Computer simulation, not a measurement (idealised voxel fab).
process module | voxel released beams
cross-section cut | 205 nm wide | cells 5 nm
A cross-section is a grid of square cells, given in bands from the top down. A band is one or more rows of cells.
Each band's line starts with the height of the band's top and of its bottom, in nm. Then come its materials from left to right, each with its width in nm. One material with "throughout" fills the band from edge to edge. "air" is empty space.
Height 0 is the level under which the wafer as received is all one material. The lowest band goes on downwards, as in "0 down".
A width such as "30 to 40" changes by the same amount from each row of cells to the next, from the band's top row to its bottom row.
"no change" after a step means that no cell of the cross-section changed.
closed voids: empty space of 8 cells or more with no open way to the top, each as width x height at its distance from the left edge, in nm
after a step's settings: what the simulator itself notes on the step
overlay nm, on a step with a mask: how far to the right of its planned place the mask lay; to the left if negative
plan
1 op RECEIVE | material Si
2 op CONFORMAL_DEP | material SiN | thk nm 5
3 op DIRECTIONAL_DEP | material SiO2 | thk nm 15
4 op PATTERN | tone open | mask id ANCHOR | material resist | width nm 35 | thk nm 20 | overlay nm 0
5 op DIRECTIONAL_ETCH | etch materials SiO2 | depth nm 15
6 op STRIP | etch materials resist
7 op CONFORMAL_DEP | material TiN | thk nm 15
8 op PATTERN | tone cover | mask id BEAM | material resist | width nm 105 | thk nm 15 | overlay nm 0
9 op DIRECTIONAL_ETCH | etch materials TiN | depth nm 15
10 op STRIP | etch materials resist
11 op STRIP | etch materials SiO2
as received, after step 1
  0 down: Si throughout
  closed voids: none
a wafer at the end: this start, this plan, one mistake
  30 to 15: air 45 | TiN 20 | air 5 | TiN 80 | air 55
  15 to 0: air 50 | TiN 35 | air 120
  0 down: Si throughout
  closed voids: none
what went wrong: step 2 was left out
